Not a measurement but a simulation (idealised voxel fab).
Herein follows the process module entitled voxel spacer lines.
FYI the section here is cut, 250 nm wide, cells are 5 nm squares.
In what follows, cross-sections appear as grids of square cells, described through bands that run from the top down, where every band is one or more rows of cells. Band: top height; bottom height; in nm. Then, left to right: material with width in nm, for each material. "everywhere": a single material spanning edge to edge. "blank": empty space. Height datum 0, below which the as-received substrate wafer is one material. Lowest band open at the bottom, running downward: "0..down". The expression "30->40" gives the width at the extremes of the band, the first number at its top row of cells and the second at its bottom row, with the width changing by equal amounts from each row to the next in between. Step marked "nothing was modified"? Then no cell in the cross-section changed in it. Reported under the label "Enclosed cavity list" are the empty spaces having no open way to the top and comprising 8 cells or more; the notation for each is width x height at distance, in which the distance is measured from the left edge and all three values are in nm. It should be noted that, on the line of a given step, the content following the step's settings is a remark produced by the simulator itself with respect to that step. overlay nm: step with mask; distance mask lay right of planned place; negative value = left of planned place.

Set out below are the planned steps of the process
1: op RECEIVE | material Si
2: op CONFORMAL_DEP | material Al2O3 | thk nm 5
3: op DIRECTIONAL_DEP | material W | thk nm 10
4: op DIRECTIONAL_DEP | material polySi | thk nm 20
5: op PATTERN | tone cover | mask id MANDREL | material resist | width nm 20 | pitch nm 60 | thk nm 25 | overlay nm 0
6: op DIRECTIONAL_ETCH | etch materials polySi | depth nm 20
7: op STRIP | etch materials resist
8: op CONFORMAL_DEP | material SiO2 | thk nm 10
9: op DIRECTIONAL_ETCH | etch materials SiO2 | depth nm 10
10: op STRIP | etch materials polySi
11: op DIRECTIONAL_ETCH | etch materials W | depth nm 10
12: op STRIP | etch materials SiO2

So this is the incoming wafer in cross-section - it's already been through step 1
  0..down | Si everywhere
  Enclosed cavity list: none

The plan above was carried out on the starting structure above with one mistake, and this cross-section shows the wafer at the end of the module
  10..0 | 75 of blank | 10 of W | 20 of blank | 10 of W | 20 of blank | 10 of W | 20 of blank | 10 of W | 75 of blank
  0..down | Si everywhere
  Enclosed cavity list: none
Nonconformance to the process plan: step 2 of the plan: omitted, not performed
